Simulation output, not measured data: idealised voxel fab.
Process module under the name voxel released beams
In the cross-section labelled cut, the width is 205 nm and each square cell is 5 nm.
Throughout this document, each cross-section is represented as a grid of square cells and is presented as a sequence of bands enumerated from the top downward, where a band comprises one or more rows of cells. Heads up on the band format: heights come first, top then bottom, in nm. After that it's the materials left to right, each with its width in nm. A single material flagged "edge to edge" fills the whole band edge to edge, and "air" means there's empty space there. A quick word on heights: they are counted from 0, and under that level the wafer as it came to us is one material throughout. The lowest band is different from the rest in having no bottom; it simply continues downward, written as in "0 and below". It should be noted that a width expressed as "30 to 40" varies in equal increments from row to row of cells within the band, taking the value of the first number at the top row and that of the second number at the bottom row. "no modifications" for a step: no cell of the cross-section changed in that step. The label "Internal closed voids" introduces a list of the empty spaces, 8 cells or larger, that have no open way up to the top; each entry in it reads width x height at distance, where the distance is taken from the left edge and all three are stated in nm. Note: text after step settings on the step line = simulator remark on that step. overlay nm: step with mask; distance mask lay right of planned place; negative value = left of planned place.

Below is the list of planned process steps
1: RECEIVE,material Si
2: CONFORMAL_DEP,material SiN,thk nm 5
3: DIRECTIONAL_DEP,material SiO2,thk nm 20
4: MASKED_ETCH,tone open,mask id ANCHOR,width nm 45,etch materials SiO2,depth nm 20,overlay nm -15
5: CONFORMAL_DEP,material W,thk nm 15
6: DIRECTIONAL_DEP,material aC,thk nm 15
7: PATTERN,tone cover,mask id BEAM,material resist,width nm 120,thk nm 35,overlay nm 0
8: DIRECTIONAL_ETCH,etch materials aC,depth nm 15
9: STRIP,etch materials resist
10: DIRECTIONAL_ETCH,etch materials W,depth nm 15
11: STRIP,etch materials aC
12: STRIP,etch materials SiO2
The plan's step 4 overlay nm is the first wafer's value; the wafers differ in this setting and start identical.

As received, i.e. after step 1: cross-section through the first of several wafers
> 0 and below  Si edge to edge
> Internal closed voids: none

The cross-section of the first of several wafers is given below for the end of the module, after its final step, step 12
> 40 down to 25  air (40); W (5); air (15); W (100); air (45)
> 25 down to 20  air (30); W (15); air (15); W (15); air (130)
> 20 down to 5  air (30); W (45); air (130)
> 5 down to 0  SiN edge to edge
> 0 and below  Si edge to edge
> Internal closed voids: none

Cross-sectional depiction of the last of several wafers upon completion of the module
> 40 down to 25  air (40); W (35); air (15); W (70); air (45)
> 25 down to 20  air (60); W (15); air (15); W (15); air (100)
> 20 down to 5  air (60); W (45); air (100)
> 5 down to 0  SiN edge to edge
> 0 and below  Si edge to edge
> Internal closed voids: none

Table: wafers, a row each; end-of-module cell change per material since receipt, gain (+), loss (-); then closed voids
overlay nm -15; +41 SiN; +96 W; Internal closed voids: none
overlay nm -10; +41 SiN; +96 W; Internal closed voids: none
overlay nm -5; +41 SiN; +96 W; Internal closed voids: none
overlay nm 0; +41 SiN; +96 W; Internal closed voids: none
overlay nm 5; +41 SiN; +96 W; Internal closed voids: none
overlay nm 10; +41 SiN; +96 W; Internal closed voids: none
overlay nm 15; +41 SiN; +96 W; Internal closed voids: none
